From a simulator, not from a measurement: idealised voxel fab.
The document below concerns the process module designated voxel transistor to metal.
Displayed cross-section: cut, width of 175 nm, square cells sized 5 nm.
In what follows, cross-sections appear as grids of square cells, described through bands that run from the top down, where every band is one or more rows of cells.
What a band's entry tells you: where the top is and where the bottom is, as heights in nm, and after that what lies inside, material by material from left to right, each with its width in nm. Empty space is written as the word "air", and a single material marked with the word "throughout" occupies the band from edge to edge.
Heights from 0 (as-received wafer is one material below). Bottom band endless downward, as "0 down".
When a width is written as two numbers, as in "30->40", the first number is the width in the top row of cells of the band and the second is the width in its bottom row, and the width changes by the same amount from each row to the next.
Where a step carries "stayed the same", the cross-section came out of it unchanged, cell for cell.
Heads up: "Cavities, closed" only lists the empty pockets with no open path to the top that are 8 cells or more, and it writes them as width x height at distance, distance from the left edge, in nm.
Anything after a step's settings on that line? It's the simulator's own note about the step.
overlay nm: mask offset rightward from planned place, masked step; negative means leftward offset.

THE PROCESS STEPS THAT WERE PLANNED ARE LISTED BELOW
1) RECEIVE [material Si]
2) CONFORMAL_DEP [material SiO2] [thk nm 5]
3) CONFORMAL_DEP [material SiN] [thk nm 15]
4) PATTERN [tone cover] [mask id ACTIVE] [material resist] [width nm 105] [thk nm 20] [overlay nm 0]
5) DIRECTIONAL_ETCH [etch materials SiN] [depth nm 15]
6) DIRECTIONAL_ETCH [etch materials SiO2] [depth nm 5]
7) DIRECTIONAL_ETCH [etch materials Si] [depth nm 25]
8) STRIP [etch materials resist]
9) FILL_DEP [material SiO2] [thk nm 15]
10) CMP [height nm 20]
11) SELECTIVE_ETCH [etch materials SiO2] [depth nm 5]
12) STRIP [etch materials SiN]
13) SELECTIVE_ETCH [etch materials SiO2] [depth nm 5]
14) OXIDIZE [depth nm 5]
15) DIRECTIONAL_DEP [material polySi] [thk nm 20]
16) DIRECTIONAL_DEP [material SiCN] [thk nm 10]
17) DIRECTIONAL_DEP [material aC] [thk nm 15]
18) PATTERN [tone cover] [mask id GATE] [material resist] [width nm 25] [thk nm 30] [overlay nm 0]
19) DIRECTIONAL_ETCH [etch materials aC] [depth nm 15]
20) STRIP [etch materials resist]
21) DIRECTIONAL_ETCH [etch materials SiCN] [depth nm 20]
22) DIRECTIONAL_ETCH [etch materials polySi] [depth nm 30]
23) STRIP [etch materials aC]
24) CONFORMAL_DEP [material SiN] [thk nm 5]
25) DIRECTIONAL_ETCH [etch materials SiN] [depth nm 5]
26) DIRECTIONAL_ETCH [etch materials SiO2] [depth nm 5]
27) EPI [material SiGe] [thk nm 5]
28) FILL_DEP [material SiO2] [thk nm 5]
29) CMP [height nm 20]
30) STRIP [etch materials polySi]
31) SELECTIVE_ETCH [etch materials SiO2] [depth nm 5]
32) CONFORMAL_DEP [material HfO2] [thk nm 5]
33) CONFORMAL_DEP [material TiN] [thk nm 5]
34) FILL_DEP [material W] [thk nm 5]
35) CMP [height nm 15]
36) DIRECTIONAL_DEP [material SiO2] [thk nm 10]
37) DIRECTIONAL_DEP [material aC] [thk nm 15]
38) PATTERN [tone open] [mask id CONTACT] [material resist] [width nm 20] [pitch nm 75] [thk nm 30] [overlay nm 0]
39) DIRECTIONAL_ETCH [etch materials aC] [depth nm 15]
40) STRIP [etch materials resist]
41) DIRECTIONAL_ETCH [etch materials SiO2] [depth nm 25]
42) STRIP [etch materials aC]
43) CONFORMAL_DEP [material TiN] [thk nm 5]
44) FILL_DEP [material W] [thk nm 5]
45) CMP [height nm 25]
46) CONFORMAL_DEP [material SiCN] [thk nm 5]
47) DIRECTIONAL_DEP [material lowk] [thk nm 15]
48) PATTERN [tone open] [mask id METAL_1] [material resist] [width nm 20] [pitch nm 75] [thk nm 15] [overlay nm 0]
49) DIRECTIONAL_ETCH [etch materials lowk] [depth nm 15]
50) DIRECTIONAL_ETCH [etch materials SiCN] [depth nm 5]
51) STRIP [etch materials resist]
52) CONFORMAL_DEP [material TiN] [thk nm 5]
53) FILL_DEP [material Ru] [thk nm 10]
54) CMP [height nm 45]
55) CONFORMAL_DEP [material SiCN] [thk nm 5]
56) DIRECTIONAL_DEP [material lowk] [thk nm 25]
57) DIRECTIONAL_DEP [material aC] [thk nm 10]
58) PATTERN [tone open] [mask id METAL_2] [material resist] [width nm 20] [pitch nm 75] [thk nm 25] [overlay nm 0]
59) DIRECTIONAL_ETCH [etch materials aC] [depth nm 10]
60) STRIP [etch materials resist]
61) DIRECTIONAL_ETCH [etch materials lowk] [depth nm 15]
62) STRIP [etch materials aC]
63) PATTERN [tone open] [mask id METAL_2_HOLES] [material resist] [width nm 15] [pitch nm 75] [thk nm 20] [overlay nm 0]
64) DIRECTIONAL_ETCH [etch materials lowk] [depth nm 10]
65) DIRECTIONAL_ETCH [etch materials SiCN] [depth nm 5]
66) STRIP [etch materials resist]
67) CONFORMAL_DEP [material TiN] [thk nm 5]
68) FILL_DEP [material Ru] [thk nm 5]
69) CMP [height nm 75]
70) CONFORMAL_DEP [material SiCN] [thk nm 5]

WAFER AT RECEIPT (POST STEP 1), CROSS-SECTION
> 0 down = Si throughout
> Cavities, closed: none

CROSS-SECTION, END OF MODULE. START: AS ABOVE. PLAN: AS ABOVE. EXECUTION: ONE MISTAKE
> 80 to 75 = SiCN throughout
> 75 to 65 = lowk (40), then TiN (5->10), then Ru (15->10), then TiN (5), then lowk (50), then TiN (5->10), then Ru (15->10), then TiN (5), then lowk (35)
> 65 to 60 = lowk (45), then TiN (20), then lowk (55), then TiN (20), then lowk (35)
> 60 to 50 = lowk (45), then TiN (10), then lowk (65), then TiN (10), then lowk (45)
> 50 to 45 = SiCN (45), then TiN (10), then SiCN (65), then TiN (10), then SiCN (45)
> 45 to 30 = lowk (40), then TiN (5), then Ru (10), then TiN (5), then lowk (55), then TiN (5), then Ru (10), then TiN (5), then lowk (40)
> 30 to 25 = SiCN (40), then TiN (20), then SiCN (55), then TiN (20), then SiCN (40)
> 25 to 15 = SiO2 (40), then TiN (5), then W (10), then TiN (5), then SiO2 (55), then TiN (5), then W (10), then TiN (5), then SiO2 (40)
> 15 to 10 = SiO2 (40), then TiN (5), then W (10), then TiN (5), then SiO2 (10), then SiN (5), then HfO2 (5), then TiN (5), then W (5), then TiN (5), then HfO2 (5), then SiN (5), then SiO2 (10), then TiN (5), then W (10), then TiN (5), then SiO2 (40)
> 10 to 5 = SiO2 (30), then SiN (5), then SiO2 (5), then TiN (5), then W (10), then TiN (5), then SiO2 (10), then SiN (5), then HfO2 (5), then TiN (5), then W (5), then TiN (5), then HfO2 (5), then SiN (5), then SiO2 (10), then TiN (5), then W (10), then TiN (5), then SiO2 (5), then SiN (5), then SiO2 (30)
> 5 to 0 = SiO2 (30), then SiN (5), then SiO2 (5), then TiN (20), then SiO2 (10), then SiN (5), then HfO2 (5), then TiN (15), then HfO2 (5), then SiN (5), then SiO2 (10), then TiN (20), then SiO2 (5), then SiN (5), then SiO2 (30)
> 0 to -5 = SiO2 (35), then SiGe (35), then HfO2 (35), then SiGe (35), then SiO2 (35)
> -5 to -25 = SiO2 (35), then Si (105), then SiO2 (35)
> -25 down = Si throughout
> Cavities, closed: none
Deviation noted in wafer processing: step 58: run off-plan, actual operation and settings PATTERN [tone open] [mask id METAL_2] [material resist] [width nm 20] [pitch nm 75] [thk nm 25] [overlay nm 5]
